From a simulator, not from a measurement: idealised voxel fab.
Herein follows the process module entitled voxel ribs on slabs.
The cross-section on display is named cut; it measures 195 nm wide, and its cells are 5 nm squares.
We lay out every cross-section as a grid of square cells and spell it out in bands from the top down, where one band means one or more rows of cells. Within each band entry, the heights of the top and of the bottom of the band appear first, in that order and in nm; the materials of the band then follow from left to right, each with its corresponding width in nm. The designation "everywhere" on a single material indicates that it fills the band from edge to edge; the designation "blank" indicates empty space. Height reference: 0 = level under which incoming wafer is all one material. Lowest band: no bottom, runs on downward, e.g. "0 -> down". Top row gets the first number, bottom row gets the second, and each row in between changes by the same step: that is how a band width like "30 to 40" works. Step marked "nothing altered"? Then no cell in the cross-section changed in it. Voids not open to the top, 8 cells minimum: see "Closed void listing". Written width x height at distance; distance is from the left edge; nm. Text after the settings on a step's line: the simulator's own remark on that step. overlay nm: how far to the right of its planned place the mask lay on this masked step (negative: to the left).

## This section lists the process steps that were planned
1. RECEIVE with material Si
2. DIRECTIONAL_DEP with material SiO2, thk nm 20
3. DIRECTIONAL_DEP with material SiN, thk nm 20
4. PATTERN with tone cover, mask id RIB, material resist, width nm 30, thk nm 20, overlay nm 0
5. DIRECTIONAL_ETCH with etch materials SiN, depth nm 10
6. STRIP with etch materials resist
7. PATTERN with tone cover, mask id SLAB, material resist, width nm 60, thk nm 15, overlay nm 0
8. DIRECTIONAL_ETCH with etch materials SiN, depth nm 10
9. STRIP with etch materials resist
10. FILL_DEP with material SiO2, thk nm 25
11. CMP with height nm 55
12. DIRECTIONAL_DEP with material W, thk nm 5
13. PATTERN with tone cover, mask id HEATER, material resist, width nm 40, thk nm 20, overlay nm 0
14. DIRECTIONAL_ETCH with etch materials W, depth nm 5
15. STRIP with etch materials resist
16. CONFORMAL_DEP with material SiN, thk nm 5

## Concerning the first of two wafers, which was run in accordance with the plan

## Incoming wafer, cross-sectional view, post step 1
	0 -> down  Si everywhere
	Closed void listing: none

## Wafer section view after processing step 2
	20 -> 0  SiO2 everywhere
	Heights below 0 show no change.

## Wafer section view after processing step 3
	40 -> 20  SiN everywhere
	Heights below 20 show no change.

## Wafer section view after processing step 4
	60 -> 40  80 nm blank, then 30 nm resist, then 85 nm blank
	Heights below 40 show no change.

## Wafer section view after processing step 5
	60 -> 40  80 nm blank, then 30 nm resist, then 85 nm blank
	40 -> 30  80 nm blank, then 30 nm SiN, then 85 nm blank
	Heights below 30 show no change.

## Wafer section view after processing step 6
	40 -> 30  80 nm blank, then 30 nm SiN, then 85 nm blank
	Heights below 30 show no change.

## Wafer section view after processing step 7
	55 -> 40  65 nm blank, then 60 nm resist, then 70 nm blank
	40 -> 30  65 nm blank, then 15 nm resist, then 30 nm SiN, then 15 nm resist, then 70 nm blank
	Heights below 30 show no change.

## Wafer section view after processing step 8
	55 -> 40  65 nm blank, then 60 nm resist, then 70 nm blank
	40 -> 30  65 nm blank, then 15 nm resist, then 30 nm SiN, then 15 nm resist, then 70 nm blank
	30 -> 20  65 nm blank, then 60 nm SiN, then 70 nm blank
	Heights below 20 show no change.

## Wafer section view after processing step 9
	40 -> 30  80 nm blank, then 30 nm SiN, then 85 nm blank
	Heights below 30 show no change.

## Wafer section view after processing step 10
	65 -> 40  SiO2 everywhere
	40 -> 30  80 nm SiO2, then 30 nm SiN, then 85 nm SiO2
	30 -> 20  65 nm SiO2, then 60 nm SiN, then 70 nm SiO2
	Heights below 20 show no change.

## Wafer section view after processing step 11
	55 -> 40  SiO2 everywhere
	Heights below 40 show no change.

## Wafer section view after processing step 12
	60 -> 55  W everywhere
	Heights below 55 show no change.

## Wafer section view after processing step 13
	80 -> 60  75 nm blank, then 40 nm resist, then 80 nm blank
	Heights below 60 show no change.

## Wafer section view after processing step 14
	80 -> 60  75 nm blank, then 40 nm resist, then 80 nm blank
	60 -> 55  75 nm blank, then 40 nm W, then 80 nm blank
	Heights below 55 show no change.

## Wafer section view after processing step 15
	60 -> 55  75 nm blank, then 40 nm W, then 80 nm blank
	Heights below 55 show no change.

## Wafer section view after processing step 16
	65 -> 60  70 nm blank, then 50 nm SiN, then 75 nm blank
	60 -> 55  75 nm SiN, then 40 nm W, then 80 nm SiN
	Heights below 55 show no change.

## Wafer two of two - same starting point, same process plan, one mistake in execution; matches wafer one up to and including step 15

Cross-section of the second wafer at the time step 16 of the plan should have ended: nothing altered
It is concluded that the wafer was processed incorrectly with respect to the plan, in that plan step 16 skipped
Final difference in cells, second wafer against first, listed per material as more or fewer: SiN -41
